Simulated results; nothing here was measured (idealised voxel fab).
Title: Process Module voxel trench capacitor
We display cut, a cross-section 280 nm in width whose square cells are each 5 nm.
The cross-sections in this document take the form of a grid made of square cells. They are written out as bands, in order from top to bottom. Each band consists of one or more rows of cells. Band: top and bottom heights (nm) first, top before bottom; then materials from left to right, widths in nm. "full width" marks a sole material filling the band edge to edge. "air" denotes empty space. All heights in this document are referenced to 0, defined as the level beneath which the wafer, as received, consists entirely of one material. The lowest band is not bounded below; it extends indefinitely downward and is written in the form "0 -> down". The expression "30 to 40" gives the width at the extremes of the band, the first number at its top row of cells and the second at its bottom row, with the width changing by equal amounts from each row to the next in between. "no change" after a step means that no cell of the cross-section changed. Listed in "Closed void entries": every empty space of 8 or more cells without an open way to the top. Form: width x height at distance, the distance being from the left edge, all in nm. On a step's line, text after the settings is the simulator commenting on that step. overlay nm: mask offset rightward from planned place, masked step; negative means leftward offset.

### Set out below are the planned steps of the process
1,RECEIVE with material Si
2,CONFORMAL_DEP with material SiN, thk nm 10
3,DIRECTIONAL_DEP with material aC, thk nm 15
4,PATTERN with tone open, mask id TRENCH, material resist, width nm 30, pitch nm 45, thk nm 35, overlay nm 0
5,DIRECTIONAL_ETCH with etch materials aC, depth nm 15
6,STRIP with etch materials resist
7,DIRECTIONAL_ETCH with etch materials SiN, depth nm 10
8,DIRECTIONAL_ETCH with etch materials Si, depth nm 30
9,STRIP with etch materials aC
10,CONFORMAL_DEP with material HfO2, thk nm 5
11,CONFORMAL_DEP with material TiN, thk nm 5
12,FILL_DEP with material W, thk nm 10
13,CMP with height nm 10

### Wafer cross-section on receipt, i.e. after step 1
  0 -> down | Si full width
  Closed void entries: none

### The first of the two wafers as seen in cross-section once the module was finished; processing followed the plan
  10 -> 0 | 100 SiN, 5 HfO2, 5 TiN, 10 W, 5 TiN, 5 HfO2, 15 SiN, 5 HfO2, 5 TiN, 10 W, 5 TiN, 5 HfO2, 105 SiN
  0 -> -20 | 100 Si, 5 HfO2, 5 TiN, 10 W, 5 TiN, 5 HfO2, 15 Si, 5 HfO2, 5 TiN, 10 W, 5 TiN, 5 HfO2, 105 Si
  -20 -> -25 | 100 Si, 5 HfO2, 20 TiN, 5 HfO2, 15 Si, 5 HfO2, 20 TiN, 5 HfO2, 105 Si
  -25 -> -30 | 100 Si, 30 HfO2, 15 Si, 30 HfO2, 105 Si
  -30 -> down | Si full width
  Closed void entries: none

### End-of-module cross-section of the second wafer: identical starting point and process plan to the first, with one processing mistake
  10 -> 5 | 105 HfO2, 5 TiN, 10 W, 5 TiN, 25 HfO2, 5 TiN, 10 W, 5 TiN, 110 HfO2
  5 -> 0 | 100 SiN, 5 HfO2, 5 TiN, 10 W, 5 TiN, 5 HfO2, 15 SiN, 5 HfO2, 5 TiN, 10 W, 5 TiN, 5 HfO2, 105 SiN
  0 -> -20 | 100 Si, 5 HfO2, 5 TiN, 10 W, 5 TiN, 5 HfO2, 15 Si, 5 HfO2, 5 TiN, 10 W, 5 TiN, 5 HfO2, 105 Si
  -20 -> -25 | 100 Si, 5 HfO2, 20 TiN, 5 HfO2, 15 Si, 5 HfO2, 20 TiN, 5 HfO2, 105 Si
  -25 -> -30 | 100 Si, 30 HfO2, 15 Si, 30 HfO2, 105 Si
  -30 -> down | Si full width
  Closed void entries: none
Where did the run depart from the plan? step 2 was processed under conditions differing from the plan, specifically as CONFORMAL_DEP with material SiN, thk nm 5
The second wafer ends with more or fewer cells of some materials than the first, per final count: 44 more of HfO2, 44 fewer of SiN
